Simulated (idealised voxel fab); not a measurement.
Title: Process Module voxel fin reveal
The width of the displayed cross-section, cut, is 265 nm; its cells are square, with a size of 5 nm.
Square cells in a grid make up a cross-section in this document, and the grid is given as bands, listed from the top down, each one or more rows of cells. Basically the band line says how high the top is and how high the bottom is, in nm, and then what's in it from left to right, every material with its width in nm. Empty space shows up as "empty", and if a single material carries "edge to edge" it runs the full band edge to edge. For the purposes of this specification, 0 denotes the height below which the wafer in its as-received condition is composed wholly of one material, and the lowermost band, lacking a lower limit, extends downward without end, as expressed in "0 and below". Per-row width for "30->40": begins at first number (top row of band), ends at second number (bottom row), increment between rows held constant. Given "remained the same" for a step, no cell of the cross-section differs between before and after that step. Empty spaces counting at least 8 cells and having no open way to the top are listed in "Closed void listing". The notation width x height at distance is used for each, the distance being from the left edge and all three values in nm. Post-settings text on a step line: simulator's own remark regarding the step. Each step line may optionally specify "overlay nm", which for a step with a mask gives the rightward distance between the mask's planned place and where it lay, a negative value indicating the leftward direction.
Process steps foreseen in the plan
1,op RECEIVE | material Si
2,op CONFORMAL_DEP | material SiN | thk nm 5
3,op MASKED_ETCH | tone cover | mask id FINS | width nm 15 | pitch nm 35 | etch materials SiN | depth nm 5 | overlay nm 0
4,op MASKED_ETCH | tone cover | mask id FINS | width nm 15 | pitch nm 35 | etch materials Si | depth nm 30 | overlay nm 0
5,op OXIDIZE | depth nm 5
6,op FILL_DEP | material SiO2 | thk nm 10
7,op CMP | height nm 5
8,op SELECTIVE_ETCH | etch materials SiO2 | depth nm 15
9,op STRIP | etch materials SiN
10,op CONFORMAL_DEP | material SiO2 | thk nm 5
What sets these wafers apart? The thk nm at step 10. They all start alike, and the plan carries the first wafer's value.
First wafer of several, as received: cross-section after step 1
* 0 and below  Si edge to edge
* Closed void listing: none
So in this table every wafer gets its own row, and what you see is where it stands at the end of the module: for each material, how many cells it picked up (+) or gave up (-) since we received it, and after that its closed voids
thk nm 5, -357 Si, +316 SiO2, Closed void listing: none
thk nm 10, -357 Si, +377 SiO2, Closed void listing: none
thk nm 15, -357 Si, +438 SiO2, Closed void listing: none
thk nm 20, -357 Si, +495 SiO2, Closed void listing: none
